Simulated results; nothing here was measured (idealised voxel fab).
Herein follows the process module entitled voxel trench capacitor.
Square cells of 5 nm make up the cross-section cut, whose width is 300 nm.
This document writes a cross-section as a grid whose cells are square, and gives it as bands, listed from the top down; one or more rows of cells form a band.
Look at the band entry: it leads with the top's height and the bottom's height in nm. Then it lists the materials left to right, with a width in nm for each. The word "full width" on a single material says that material fills the band edge to edge. The word "blank" is empty space.
The level at which height equals 0 is the one under which the wafer, as it arrives, is entirely one material. No lower edge exists for the bottom band, which continues downward and is notated as in "0 nm and below".
When a width is written as two numbers, as in "30 to 40", the first number is the width in the top row of cells of the band and the second is the width in its bottom row, and the width changes by the same amount from each row to the next.
Take "no modification" at face value: in the step it is given for, the cross-section changed in none of its cells.
Any empty space of 8 cells or more lacking an open way to the top shows up in "Unvented internal voids" as width x height at distance, distance from the left edge, in nm.
Whatever follows a step's settings on its line is a remark the simulator itself makes about that step.
You can add "overlay nm" to a step's line. For a step with a mask, it describes how far the mask lay to the right of its planned position, and a negative number describes a lay to the left.
Each pair below shows a cross-section before one step and the cross-section after it, down to the lowest band that changed. The line under each pair gives the step between them, with its settings. The pairs can come from different runs of this module on the same starting wafer, so a pair continues from the pair above only where its "State before" says so.
[State before]
    0 nm and below: Si full width
    Unvented internal voids: none
[Post-Process View]
    10 nm to 0 nm: SiN full width
    Rest of section, below 0: as before.
    Unvented internal voids: none
It is this step that lies between the two cross-sections above: CONFORMAL_DEP (material SiN; thk nm 10)
State before: same picture as after in the pair right above, so we don't repeat it.
[Post-Process View]
    25 nm to 10 nm: 45 resist | 30 blank | 30 resist | 30 blank | 30 resist | 30 blank | 30 resist | 30 blank | 45 resist
    Rest of section, below 10: as before.
    Unvented internal voids: none
It is this step that lies between the two cross-sections above: PATTERN (tone open; mask id TRENCH; material resist; width nm 30; pitch nm 60; thk nm 15; overlay nm 0)
State before: same picture as after in the pair right above, so we don't repeat it.
[Post-Process View]
    25 nm to 10 nm: 45 resist | 30 blank | 30 resist | 30 blank | 30 resist | 30 blank | 30 resist | 30 blank | 45 resist
    10 nm to 0 nm: 45 SiN | 30 blank | 30 SiN | 30 blank | 30 SiN | 30 blank | 30 SiN | 30 blank | 45 SiN
    Rest of section, below 0: as before.
    Unvented internal voids: none
It is this step that lies between the two cross-sections above: DIRECTIONAL_ETCH (etch materials SiN; depth nm 10)
State before: same picture as after in the pair right above, so we don't repeat it.
[Post-Process View]
    25 nm to 10 nm: 45 resist | 30 blank | 30 resist | 30 blank | 30 resist | 30 blank | 30 resist | 30 blank | 45 resist
    10 nm to 0 nm: 45 SiN | 30 blank | 30 SiN | 30 blank | 30 SiN | 30 blank | 30 SiN | 30 blank | 45 SiN
    0 nm to -30 nm: 45 Si | 30 blank | 30 Si | 30 blank | 30 Si | 30 blank | 30 Si | 30 blank | 45 Si
    Rest of section, below -30: as before.
    Unvented internal voids: none
It is this step that lies between the two cross-sections above: DIRECTIONAL_ETCH (etch materials Si; depth nm 30)
State before: same picture as after in the pair right above, so we don't repeat it.
[Post-Process View]
    10 nm to 0 nm: 45 SiN | 30 blank | 30 SiN | 30 blank | 30 SiN | 30 blank | 30 SiN | 30 blank | 45 SiN
    Rest of section, below 0: as before.
    Unvented internal voids: none
It is this step that lies between the two cross-sections above: STRIP (etch materials resist)
State before: same picture as after in the pair right above, so we don't repeat it.
[Post-Process View]
    15 nm to 10 nm: 50 HfO2 | 20 blank | 40 HfO2 | 20 blank | 40 HfO2 | 20 blank | 40 HfO2 | 20 blank | 50 HfO2
    10 nm to 0 nm: 45 SiN | 5 HfO2 | 20 blank | 5 HfO2 | 30 SiN | 5 HfO2 | 20 blank | 5 HfO2 | 30 SiN | 5 HfO2 | 20 blank | 5 HfO2 | 30 SiN | 5 HfO2 | 20 blank | 5 HfO2 | 45 SiN
    0 nm to -25 nm: 45 Si | 5 HfO2 | 20 blank | 5 HfO2 | 30 Si | 5 HfO2 | 20 blank | 5 HfO2 | 30 Si | 5 HfO2 | 20 blank | 5 HfO2 | 30 Si | 5 HfO2 | 20 blank | 5 HfO2 | 45 Si
    -25 nm to -30 nm: 45 Si | 30 HfO2 | 30 Si | 30 HfO2 | 30 Si | 30 HfO2 | 30 Si | 30 HfO2 | 45 Si
    Rest of section, below -30: as before.
    Unvented internal voids: none
It is this step that lies between the two cross-sections above: CONFORMAL_DEP (material HfO2; thk nm 5)
State before: same picture as after in the pair right above, so we don't repeat it.
[Post-Process View]
    20 nm to 15 nm: 55 TiN | 10 blank | 50 TiN | 10 blank | 50 TiN | 10 blank | 50 TiN | 10 blank | 55 TiN
    15 nm to 10 nm: 50 HfO2 | 5 TiN | 10 blank | 5 TiN | 40 HfO2 | 5 TiN | 10 blank | 5 TiN | 40 HfO2 | 5 TiN | 10 blank | 5 TiN | 40 HfO2 | 5 TiN | 10 blank | 5 TiN | 50 HfO2
    10 nm to 0 nm: 45 SiN | 5 HfO2 | 5 TiN | 10 blank | 5 TiN | 5 HfO2 | 30 SiN | 5 HfO2 | 5 TiN | 10 blank | 5 TiN | 5 HfO2 | 30 SiN | 5 HfO2 | 5 TiN | 10 blank | 5 TiN | 5 HfO2 | 30 SiN | 5 HfO2 | 5 TiN | 10 blank | 5 TiN | 5 HfO2 | 45 SiN
    0 nm to -20 nm: 45 Si | 5 HfO2 | 5 TiN | 10 blank | 5 TiN | 5 HfO2 | 30 Si | 5 HfO2 | 5 TiN | 10 blank | 5 TiN | 5 HfO2 | 30 Si | 5 HfO2 | 5 TiN | 10 blank | 5 TiN | 5 HfO2 | 30 Si | 5 HfO2 | 5 TiN | 10 blank | 5 TiN | 5 HfO2 | 45 Si
    -20 nm to -25 nm: 45 Si | 5 HfO2 | 20 TiN | 5 HfO2 | 30 Si | 5 HfO2 | 20 TiN | 5 HfO2 | 30 Si | 5 HfO2 | 20 TiN | 5 HfO2 | 30 Si | 5 HfO2 | 20 TiN | 5 HfO2 | 45 Si
    Rest of section, below -25: as before.
    Unvented internal voids: none
It is this step that lies between the two cross-sections above: CONFORMAL_DEP (material TiN; thk nm 5)
State before: same picture as after in the pair right above, so we don't repeat it.
[Post-Process View]
    30 nm to 20 nm: W full width
    20 nm to 15 nm: 55 TiN | 10 W | 50 TiN | 10 W | 50 TiN | 10 W | 50 TiN | 10 W | 55 TiN
    15 nm to 10 nm: 50 HfO2 | 5 TiN | 10 W | 5 TiN | 40 HfO2 | 5 TiN | 10 W | 5 TiN | 40 HfO2 | 5 TiN | 10 W | 5 TiN | 40 HfO2 | 5 TiN | 10 W | 5 TiN | 50 HfO2
    10 nm to 0 nm: 45 SiN | 5 HfO2 | 5 TiN | 10 W | 5 TiN | 5 HfO2 | 30 SiN | 5 HfO2 | 5 TiN | 10 W | 5 TiN | 5 HfO2 | 30 SiN | 5 HfO2 | 5 TiN | 10 W | 5 TiN | 5 HfO2 | 30 SiN | 5 HfO2 | 5 TiN | 10 W | 5 TiN | 5 HfO2 | 45 SiN
    0 nm to -20 nm: 45 Si | 5 HfO2 | 5 TiN | 10 W | 5 TiN | 5 HfO2 | 30 Si | 5 HfO2 | 5 TiN | 10 W | 5 TiN | 5 HfO2 | 30 Si | 5 HfO2 | 5 TiN | 10 W | 5 TiN | 5 HfO2 | 30 Si | 5 HfO2 | 5 TiN | 10 W | 5 TiN | 5 HfO2 | 45 Si
    Rest of section, below -20: as before.
    Unvented internal voids: none
It is this step that lies between the two cross-sections above: FILL_DEP (material W; thk nm 10)
State before: same picture as after in the pair right above, so we don't repeat it.
[Post-Process View]
    10 nm to 0 nm: 45 SiN | 5 HfO2 | 5 TiN | 10 W | 5 TiN | 5 HfO2 | 30 SiN | 5 HfO2 | 5 TiN | 10 W | 5 TiN | 5 HfO2 | 30 SiN | 5 HfO2 | 5 TiN | 10 W | 5 TiN | 5 HfO2 | 30 SiN | 5 HfO2 | 5 TiN | 10 W | 5 TiN | 5 HfO2 | 45 SiN
    Rest of section, below 0: as before.
    Unvented internal voids: none
It is this step that lies between the two cross-sections above: CMP (height nm 10)
[State before]
    25 nm to 10 nm: 45 resist | 30 blank | 30 resist | 30 blank | 30 resist | 30 blank | 30 resist | 30 blank | 45 resist
    10 nm to 0 nm: 45 SiN | 30 blank | 30 SiN | 30 blank | 30 SiN | 30 blank | 30 SiN | 30 blank | 45 SiN
    0 nm to -30 nm: 45 Si | 30 blank | 30 Si | 30 blank | 30 Si | 30 blank | 30 Si | 30 blank | 45 Si
    -30 nm and below: Si full width
    Unvented internal voids: none
[Post-Process View]
    25 nm to 10 nm: 45 resist | 30 blank | 30 resist | 30 blank | 30 resist | 30 blank | 30 resist | 30 blank | 45 resist
    10 nm to 0 nm: 45 SiN | 30 blank | 30 SiN | 30 blank | 30 SiN | 30 blank | 30 SiN | 30 blank | 45 SiN
    0 nm to -60 nm: 45 Si | 30 blank | 30 Si | 30 blank | 30 Si | 30 blank | 30 Si | 30 blank | 45 Si
    Rest of section, below -60: as before.
    Unvented internal voids: none
It is this step that lies between the two cross-sections above: DIRECTIONAL_ETCH (etch materials Si; depth nm 30)
State before: same picture as after in the pair right above, so we don't repeat it.
[Post-Process View]
    10 nm to 0 nm: 45 SiN | 30 blank | 30 SiN | 30 blank | 30 SiN | 30 blank | 30 SiN | 30 blank | 45 SiN
    Rest of section, below 0: as before.
    Unvented internal voids: none
It is this step that lies between the two cross-sections above: STRIP (etch materials resist)
State before: same picture as after in the pair right above, so we don't repeat it.
[Post-Process View]
    15 nm to 10 nm: 50 HfO2 | 20 blank | 40 HfO2 | 20 blank | 40 HfO2 | 20 blank | 40 HfO2 | 20 blank | 50 HfO2
    10 nm to 0 nm: 45 SiN | 5 HfO2 | 20 blank | 5 HfO2 | 30 SiN | 5 HfO2 | 20 blank | 5 HfO2 | 30 SiN | 5 HfO2 | 20 blank | 5 HfO2 | 30 SiN | 5 HfO2 | 20 blank | 5 HfO2 | 45 SiN
    0 nm to -55 nm: 45 Si | 5 HfO2 | 20 blank | 5 HfO2 | 30 Si | 5 HfO2 | 20 blank | 5 HfO2 | 30 Si | 5 HfO2 | 20 blank | 5 HfO2 | 30 Si | 5 HfO2 | 20 blank | 5 HfO2 | 45 Si
    -55 nm to -60 nm: 45 Si | 30 HfO2 | 30 Si | 30 HfO2 | 30 Si | 30 HfO2 | 30 Si | 30 HfO2 | 45 Si
    Rest of section, below -60: as before.
    Unvented internal voids: none
It is this step that lies between the two cross-sections above: CONFORMAL_DEP (material HfO2; thk nm 5)
State before: same picture as after in the pair right above, so we don't repeat it.
[Post-Process View]
    20 nm to 15 nm: 55 TiN | 10 blank | 50 TiN | 10 blank | 50 TiN | 10 blank | 50 TiN | 10 blank | 55 TiN
    15 nm to 10 nm: 50 HfO2 | 5 TiN | 10 blank | 5 TiN | 40 HfO2 | 5 TiN | 10 blank | 5 TiN | 40 HfO2 | 5 TiN | 10 blank | 5 TiN | 40 HfO2 | 5 TiN | 10 blank | 5 TiN | 50 HfO2
    10 nm to 0 nm: 45 SiN | 5 HfO2 | 5 TiN | 10 blank | 5 TiN | 5 HfO2 | 30 SiN | 5 HfO2 | 5 TiN | 10 blank | 5 TiN | 5 HfO2 | 30 SiN | 5 HfO2 | 5 TiN | 10 blank | 5 TiN | 5 HfO2 | 30 SiN | 5 HfO2 | 5 TiN | 10 blank | 5 TiN | 5 HfO2 | 45 SiN
    0 nm to -50 nm: 45 Si | 5 HfO2 | 5 TiN | 10 blank | 5 TiN | 5 HfO2 | 30 Si | 5 HfO2 | 5 TiN | 10 blank | 5 TiN | 5 HfO2 | 30 Si | 5 HfO2 | 5 TiN | 10 blank | 5 TiN | 5 HfO2 | 30 Si | 5 HfO2 | 5 TiN | 10 blank | 5 TiN | 5 HfO2 | 45 Si
    -50 nm to -55 nm: 45 Si | 5 HfO2 | 20 TiN | 5 HfO2 | 30 Si | 5 HfO2 | 20 TiN | 5 HfO2 | 30 Si | 5 HfO2 | 20 TiN | 5 HfO2 | 30 Si | 5 HfO2 | 20 TiN | 5 HfO2 | 45 Si
    Rest of section, below -55: as before.
    Unvented internal voids: none
It is this step that lies between the two cross-sections above: CONFORMAL_DEP (material TiN; thk nm 5)
State before: same picture as after in the pair right above, so we don't repeat it.
[Post-Process View]
    30 nm to 20 nm: W full width
    20 nm to 15 nm: 55 TiN | 10 W | 50 TiN | 10 W | 50 TiN | 10 W | 50 TiN | 10 W | 55 TiN
    15 nm to 10 nm: 50 HfO2 | 5 TiN | 10 W | 5 TiN | 40 HfO2 | 5 TiN | 10 W | 5 TiN | 40 HfO2 | 5 TiN | 10 W | 5 TiN | 40 HfO2 | 5 TiN | 10 W | 5 TiN | 50 HfO2
    10 nm to 0 nm: 45 SiN | 5 HfO2 | 5 TiN | 10 W | 5 TiN | 5 HfO2 | 30 SiN | 5 HfO2 | 5 TiN | 10 W | 5 TiN | 5 HfO2 | 30 SiN | 5 HfO2 | 5 TiN | 10 W | 5 TiN | 5 HfO2 | 30 SiN | 5 HfO2 | 5 TiN | 10 W | 5 TiN | 5 HfO2 | 45 SiN
    0 nm to -50 nm: 45 Si | 5 HfO2 | 5 TiN | 10 W | 5 TiN | 5 HfO2 | 30 Si | 5 HfO2 | 5 TiN | 10 W | 5 TiN | 5 HfO2 | 30 Si | 5 HfO2 | 5 TiN | 10 W | 5 TiN | 5 HfO2 | 30 Si | 5 HfO2 | 5 TiN | 10 W | 5 TiN | 5 HfO2 | 45 Si
    Rest of section, below -50: as before.
    Unvented internal voids: none
It is this step that lies between the two cross-sections above: FILL_DEP (material W; thk nm 10)
State before: same picture as after in the pair right above, so we don't repeat it.
[Post-Process View]
    10 nm to 0 nm: 45 SiN | 5 HfO2 | 5 TiN | 10 W | 5 TiN | 5 HfO2 | 30 SiN | 5 HfO2 | 5 TiN | 10 W | 5 TiN | 5 HfO2 | 30 SiN | 5 HfO2 | 5 TiN | 10 W | 5 TiN | 5 HfO2 | 30 SiN | 5 HfO2 | 5 TiN | 10 W | 5 TiN | 5 HfO2 | 45 SiN
    Rest of section, below 0: as before.
    Unvented internal voids: none
It is this step that lies between the two cross-sections above: CMP (height nm 10)
[State before]
    10 nm to 0 nm: 45 SiN | 30 blank | 30 SiN | 30 blank | 30 SiN | 30 blank | 30 SiN | 30 blank | 45 SiN
    0 nm to -30 nm: 45 Si | 30 blank | 30 Si | 30 blank | 30 Si | 30 blank | 30 Si | 30 blank | 45 Si
    -30 nm and below: Si full width
    Unvented internal voids: none
[Post-Process View]
    15 nm to 10 nm: 50 TiN | 20 blank | 40 TiN | 20 blank | 40 TiN | 20 blank | 40 TiN | 20 blank | 50 TiN
    10 nm to 0 nm: 45 SiN | 5 TiN | 20 blank | 5 TiN | 30 SiN | 5 TiN | 20 blank | 5 TiN | 30 SiN | 5 TiN | 20 blank | 5 TiN | 30 SiN | 5 TiN | 20 blank | 5 TiN | 45 SiN
    0 nm to -25 nm: 45 Si | 5 TiN | 20 blank | 5 TiN | 30 Si | 5 TiN | 20 blank | 5 TiN | 30 Si | 5 TiN | 20 blank | 5 TiN | 30 Si | 5 TiN | 20 blank | 5 TiN | 45 Si
    -25 nm to -30 nm: 45 Si | 30 TiN | 30 Si | 30 TiN | 30 Si | 30 TiN | 30 Si | 30 TiN | 45 Si
    Rest of section, below -30: as before.
    Unvented internal voids: none
It is this step that lies between the two cross-sections above: CONFORMAL_DEP (material TiN; thk nm 5)
State before: same picture as after in the pair right above, so we don't repeat it.
[Post-Process View]
    20 nm to 15 nm: 55 HfO2 | 10 blank | 50 HfO2 | 10 blank | 50 HfO2 | 10 blank | 50 HfO2 | 10 blank | 55 HfO2
    15 nm to 10 nm: 50 TiN | 5 HfO2 | 10 blank | 5 HfO2 | 40 TiN | 5 HfO2 | 10 blank | 5 HfO2 | 40 TiN | 5 HfO2 | 10 blank | 5 HfO2 | 40 TiN | 5 HfO2 | 10 blank | 5 HfO2 | 50 TiN
    10 nm to 0 nm: 45 SiN | 5 TiN | 5 HfO2 | 10 blank | 5 HfO2 | 5 TiN | 30 SiN | 5 TiN | 5 HfO2 | 10 blank | 5 HfO2 | 5 TiN | 30 SiN | 5 TiN | 5 HfO2 | 10 blank | 5 HfO2 | 5 TiN | 30 SiN | 5 TiN | 5 HfO2 | 10 blank | 5 HfO2 | 5 TiN | 45 SiN
    0 nm to -20 nm: 45 Si | 5 TiN | 5 HfO2 | 10 blank | 5 HfO2 | 5 TiN | 30 Si | 5 TiN | 5 HfO2 | 10 blank | 5 HfO2 | 5 TiN | 30 Si | 5 TiN | 5 HfO2 | 10 blank | 5 HfO2 | 5 TiN | 30 Si | 5 TiN | 5 HfO2 | 10 blank | 5 HfO2 | 5 TiN | 45 Si
    -20 nm to -25 nm: 45 Si | 5 TiN | 20 HfO2 | 5 TiN | 30 Si | 5 TiN | 20 HfO2 | 5 TiN | 30 Si | 5 TiN | 20 HfO2 | 5 TiN | 30 Si | 5 TiN | 20 HfO2 | 5 TiN | 45 Si
    Rest of section, below -25: as before.
    Unvented internal voids: none
It is this step that lies between the two cross-sections above: CONFORMAL_DEP (material HfO2; thk nm 5)
State before: same picture as after in the pair right above, so we don't repeat it.
[Post-Process View]
    30 nm to 20 nm: W full width
    20 nm to 15 nm: 55 HfO2 | 10 W | 50 HfO2 | 10 W | 50 HfO2 | 10 W | 50 HfO2 | 10 W | 55 HfO2
    15 nm to 10 nm: 50 TiN | 5 HfO2 | 10 W | 5 HfO2 | 40 TiN | 5 HfO2 | 10 W | 5 HfO2 | 40 TiN | 5 HfO2 | 10 W | 5 HfO2 | 40 TiN | 5 HfO2 | 10 W | 5 HfO2 | 50 TiN
    10 nm to 0 nm: 45 SiN | 5 TiN | 5 HfO2 | 10 W | 5 HfO2 | 5 TiN | 30 SiN | 5 TiN | 5 HfO2 | 10 W | 5 HfO2 | 5 TiN | 30 SiN | 5 TiN | 5 HfO2 | 10 W | 5 HfO2 | 5 TiN | 30 SiN | 5 TiN | 5 HfO2 | 10 W | 5 HfO2 | 5 TiN | 45 SiN
    0 nm to -20 nm: 45 Si | 5 TiN | 5 HfO2 | 10 W | 5 HfO2 | 5 TiN | 30 Si | 5 TiN | 5 HfO2 | 10 W | 5 HfO2 | 5 TiN | 30 Si | 5 TiN | 5 HfO2 | 10 W | 5 HfO2 | 5 TiN | 30 Si | 5 TiN | 5 HfO2 | 10 W | 5 HfO2 | 5 TiN | 45 Si
    Rest of section, below -20: as before.
    Unvented internal voids: none
It is this step that lies between the two cross-sections above: FILL_DEP (material W; thk nm 10)
State before: same picture as after in the pair right above, so we don't repeat it.
[Post-Process View]
    10 nm to 0 nm: 45 SiN | 5 TiN | 5 HfO2 | 10 W | 5 HfO2 | 5 TiN | 30 SiN | 5 TiN | 5 HfO2 | 10 W | 5 HfO2 | 5 TiN | 30 SiN | 5 TiN | 5 HfO2 | 10 W | 5 HfO2 | 5 TiN | 30 SiN | 5 TiN | 5 HfO2 | 10 W | 5 HfO2 | 5 TiN | 45 SiN
    Rest of section, below 0: as before.
    Unvented internal voids: none
It is this step that lies between the two cross-sections above: CMP (height nm 10)
[State before]
    25 nm to 10 nm: 45 resist | 30 blank | 30 resist | 30 blank | 30 resist | 30 blank | 30 resist | 30 blank | 45 resist
    10 nm to 0 nm: 45 SiN | 30 blank | 30 SiN | 30 blank | 30 SiN | 30 blank | 30 SiN | 30 blank | 45 SiN
    0 nm and below: Si full width
    Unvented internal voids: none
[Post-Process View]
    25 nm to 10 nm: 45 resist | 30 blank | 30 resist | 30 blank | 30 resist | 30 blank | 30 resist | 30 blank | 45 resist
    10 nm to 0 nm: 45 SiN | 30 blank | 30 SiN | 30 blank | 30 SiN | 30 blank | 30 SiN | 30 blank | 45 SiN
    0 nm to -35 nm: 45 Si | 30 blank | 30 Si | 30 blank | 30 Si | 30 blank | 30 Si | 30 blank | 45 Si
    Rest of section, below -35: as before.
    Unvented internal voids: none
It is this step that lies between the two cross-sections above: DIRECTIONAL_ETCH (etch materials Si; depth nm 35)
State before: same picture as after in the pair right above, so we don't repeat it.
[Post-Process View]
    10 nm to 0 nm: 45 SiN | 30 blank | 30 SiN | 30 blank | 30 SiN | 30 blank | 30 SiN | 30 blank | 45 SiN
    Rest of section, below 0: as before.
    Unvented internal voids: none
It is this step that lies between the two cross-sections above: STRIP (etch materials resist)
State before: same picture as after in the pair right above, so we don't repeat it.
[Post-Process View]
    15 nm to 10 nm: 50 HfO2 | 20 blank | 40 HfO2 | 20 blank | 40 HfO2 | 20 blank | 40 HfO2 | 20 blank | 50 HfO2
    10 nm to 0 nm: 45 SiN | 5 HfO2 | 20 blank | 5 HfO2 | 30 SiN | 5 HfO2 | 20 blank | 5 HfO2 | 30 SiN | 5 HfO2 | 20 blank | 5 HfO2 | 30 SiN | 5 HfO2 | 20 blank | 5 HfO2 | 45 SiN
    0 nm to -30 nm: 45 Si | 5 HfO2 | 20 blank | 5 HfO2 | 30 Si | 5 HfO2 | 20 blank | 5 HfO2 | 30 Si | 5 HfO2 | 20 blank | 5 HfO2 | 30 Si | 5 HfO2 | 20 blank | 5 HfO2 | 45 Si
    -30 nm to -35 nm: 45 Si | 30 HfO2 | 30 Si | 30 HfO2 | 30 Si | 30 HfO2 | 30 Si | 30 HfO2 | 45 Si
    Rest of section, below -35: as before.
    Unvented internal voids: none
It is this step that lies between the two cross-sections above: CONFORMAL_DEP (material HfO2; thk nm 5)
State before: same picture as after in the pair right above, so we don't repeat it.
[Post-Process View]
    20 nm to 15 nm: 55 TiN | 10 blank | 50 TiN | 10 blank | 50 TiN | 10 blank | 50 TiN | 10 blank | 55 TiN
    15 nm to 10 nm: 50 HfO2 | 5 TiN | 10 blank | 5 TiN | 40 HfO2 | 5 TiN | 10 blank | 5 TiN | 40 HfO2 | 5 TiN | 10 blank | 5 TiN | 40 HfO2 | 5 TiN | 10 blank | 5 TiN | 50 HfO2
    10 nm to 0 nm: 45 SiN | 5 HfO2 | 5 TiN | 10 blank | 5 TiN | 5 HfO2 | 30 SiN | 5 HfO2 | 5 TiN | 10 blank | 5 TiN | 5 HfO2 | 30 SiN | 5 HfO2 | 5 TiN | 10 blank | 5 TiN | 5 HfO2 | 30 SiN | 5 HfO2 | 5 TiN | 10 blank | 5 TiN | 5 HfO2 | 45 SiN
    0 nm to -25 nm: 45 Si | 5 HfO2 | 5 TiN | 10 blank | 5 TiN | 5 HfO2 | 30 Si | 5 HfO2 | 5 TiN | 10 blank | 5 TiN | 5 HfO2 | 30 Si | 5 HfO2 | 5 TiN | 10 blank | 5 TiN | 5 HfO2 | 30 Si | 5 HfO2 | 5 TiN | 10 blank | 5 TiN | 5 HfO2 | 45 Si
    -25 nm to -30 nm: 45 Si | 5 HfO2 | 20 TiN | 5 HfO2 | 30 Si | 5 HfO2 | 20 TiN | 5 HfO2 | 30 Si | 5 HfO2 | 20 TiN | 5 HfO2 | 30 Si | 5 HfO2 | 20 TiN | 5 HfO2 | 45 Si
    Rest of section, below -30: as before.
    Unvented internal voids: none
It is this step that lies between the two cross-sections above: CONFORMAL_DEP (material TiN; thk nm 5)
State before: same picture as after in the pair right above, so we don't repeat it.
[Post-Process View]
    30 nm to 20 nm: W full width
    20 nm to 15 nm: 55 TiN | 10 W | 50 TiN | 10 W | 50 TiN | 10 W | 50 TiN | 10 W | 55 TiN
    15 nm to 10 nm: 50 HfO2 | 5 TiN | 10 W | 5 TiN | 40 HfO2 | 5 TiN | 10 W | 5 TiN | 40 HfO2 | 5 TiN | 10 W | 5 TiN | 40 HfO2 | 5 TiN | 10 W | 5 TiN | 50 HfO2
    10 nm to 0 nm: 45 SiN | 5 HfO2 | 5 TiN | 10 W | 5 TiN | 5 HfO2 | 30 SiN | 5 HfO2 | 5 TiN | 10 W | 5 TiN | 5 HfO2 | 30 SiN | 5 HfO2 | 5 TiN | 10 W | 5 TiN | 5 HfO2 | 30 SiN | 5 HfO2 | 5 TiN | 10 W | 5 TiN | 5 HfO2 | 45 SiN
    0 nm to -25 nm: 45 Si | 5 HfO2 | 5 TiN | 10 W | 5 TiN | 5 HfO2 | 30 Si | 5 HfO2 | 5 TiN | 10 W | 5 TiN | 5 HfO2 | 30 Si | 5 HfO2 | 5 TiN | 10 W | 5 TiN | 5 HfO2 | 30 Si | 5 HfO2 | 5 TiN | 10 W | 5 TiN | 5 HfO2 | 45 Si
    Rest of section, below -25: as before.
    Unvented internal voids: none
It is this step that lies between the two cross-sections above: FILL_DEP (material W; thk nm 10)
State before: same picture as after in the pair right above, so we don't repeat it.
[Post-Process View]
    10 nm to 0 nm: 45 SiN | 5 HfO2 | 5 TiN | 10 W | 5 TiN | 5 HfO2 | 30 SiN | 5 HfO2 | 5 TiN | 10 W | 5 TiN | 5 HfO2 | 30 SiN | 5 HfO2 | 5 TiN | 10 W | 5 TiN | 5 HfO2 | 30 SiN | 5 HfO2 | 5 TiN | 10 W | 5 TiN | 5 HfO2 | 45 SiN
    Rest of section, below 0: as before.
    Unvented internal voids: none
It is this step that lies between the two cross-sections above: CMP (height nm 10)
[State before]
    10 nm to 0 nm: SiN full width
    0 nm and below: Si full width
    Unvented internal voids: none
[Post-Process View]
    25 nm to 10 nm: 45 resist | 35 blank | 25 resist | 35 blank | 25 resist | 35 blank | 25 resist | 35 blank | 40 resist
    Rest of section, below 10: as before.
    Unvented internal voids: none
It is this step that lies between the two cross-sections above: PATTERN (tone open; mask id TRENCH; material resist; width nm 35; pitch nm 60; thk nm 15; overlay nm 0)
State before: same picture as after in the pair right above, so we don't repeat it.
[Post-Process View]
    25 nm to 10 nm: 45 resist | 35 blank | 25 resist | 35 blank | 25 resist | 35 blank | 25 resist | 35 blank | 40 resist
    10 nm to 0 nm: 45 SiN | 35 blank | 25 SiN | 35 blank | 25 SiN | 35 blank | 25 SiN | 35 blank | 40 SiN
    Rest of section, below 0: as before.
    Unvented internal voids: none
It is this step that lies between the two cross-sections above: DIRECTIONAL_ETCH (etch materials SiN; depth nm 10)
State before: same picture as after in the pair right above, so we don't repeat it.
[Post-Process View]
    25 nm to 10 nm: 45 resist | 35 blank | 25 resist | 35 blank | 25 resist | 35 blank | 25 resist | 35 blank | 40 resist
    10 nm to 0 nm: 45 SiN | 35 blank | 25 SiN | 35 blank | 25 SiN | 35 blank | 25 SiN | 35 blank | 40 SiN
    0 nm to -30 nm: 45 Si | 35 blank | 25 Si | 35 blank | 25 Si | 35 blank | 25 Si | 35 blank | 40 Si
    Rest of section, below -30: as before.
    Unvented internal voids: none
It is this step that lies between the two cross-sections above: DIRECTIONAL_ETCH (etch materials Si; depth nm 30)
State before: same picture as after in the pair right above, so we don't repeat it.
[Post-Process View]
    10 nm to 0 nm: 45 SiN | 35 blank | 25 SiN | 35 blank | 25 SiN | 35 blank | 25 SiN | 35 blank | 40 SiN
    Rest of section, below 0: as before.
    Unvented internal voids: none
It is this step that lies between the two cross-sections above: STRIP (etch materials resist)
State before: same picture as after in the pair right above, so we don't repeat it.
[Post-Process View]
    15 nm to 10 nm: 50 HfO2 | 25 blank | 35 HfO2 | 25 blank | 35 HfO2 | 25 blank | 35 HfO2 | 25 blank | 45 HfO2
    10 nm to 0 nm: 45 SiN | 5 HfO2 | 25 blank | 5 HfO2 | 25 SiN | 5 HfO2 | 25 blank | 5 HfO2 | 25 SiN | 5 HfO2 | 25 blank | 5 HfO2 | 25 SiN | 5 HfO2 | 25 blank | 5 HfO2 | 40 SiN
    0 nm to -25 nm: 45 Si | 5 HfO2 | 25 blank | 5 HfO2 | 25 Si | 5 HfO2 | 25 blank | 5 HfO2 | 25 Si | 5 HfO2 | 25 blank | 5 HfO2 | 25 Si | 5 HfO2 | 25 blank | 5 HfO2 | 40 Si
    -25 nm to -30 nm: 45 Si | 35 HfO2 | 25 Si | 35 HfO2 | 25 Si | 35 HfO2 | 25 Si | 35 HfO2 | 40 Si
    Rest of section, below -30: as before.
    Unvented internal voids: none
It is this step that lies between the two cross-sections above: CONFORMAL_DEP (material HfO2; thk nm 5)
State before: same picture as after in the pair right above, so we don't repeat it.
[Post-Process View]
    20 nm to 15 nm: 55 TiN | 15 blank | 45 TiN | 15 blank | 45 TiN | 15 blank | 45 TiN | 15 blank | 50 TiN
    15 nm to 10 nm: 50 HfO2 | 5 TiN | 15 blank | 5 TiN | 35 HfO2 | 5 TiN | 15 blank | 5 TiN | 35 HfO2 | 5 TiN | 15 blank | 5 TiN | 35 HfO2 | 5 TiN | 15 blank | 5 TiN | 45 HfO2
    10 nm to 0 nm: 45 SiN | 5 HfO2 | 5 TiN | 15 blank | 5 TiN | 5 HfO2 | 25 SiN | 5 HfO2 | 5 TiN | 15 blank | 5 TiN | 5 HfO2 | 25 SiN | 5 HfO2 | 5 TiN | 15 blank | 5 TiN | 5 HfO2 | 25 SiN | 5 HfO2 | 5 TiN | 15 blank | 5 TiN | 5 HfO2 | 40 SiN
    0 nm to -20 nm: 45 Si | 5 HfO2 | 5 TiN | 15 blank | 5 TiN | 5 HfO2 | 25 Si | 5 HfO2 | 5 TiN | 15 blank | 5 TiN | 5 HfO2 | 25 Si | 5 HfO2 | 5 TiN | 15 blank | 5 TiN | 5 HfO2 | 25 Si | 5 HfO2 | 5 TiN | 15 blank | 5 TiN | 5 HfO2 | 40 Si
    -20 nm to -25 nm: 45 Si | 5 HfO2 | 25 TiN | 5 HfO2 | 25 Si | 5 HfO2 | 25 TiN | 5 HfO2 | 25 Si | 5 HfO2 | 25 TiN | 5 HfO2 | 25 Si | 5 HfO2 | 25 TiN | 5 HfO2 | 40 Si
    Rest of section, below -25: as before.
    Unvented internal voids: none
It is this step that lies between the two cross-sections above: CONFORMAL_DEP (material TiN; thk nm 5)
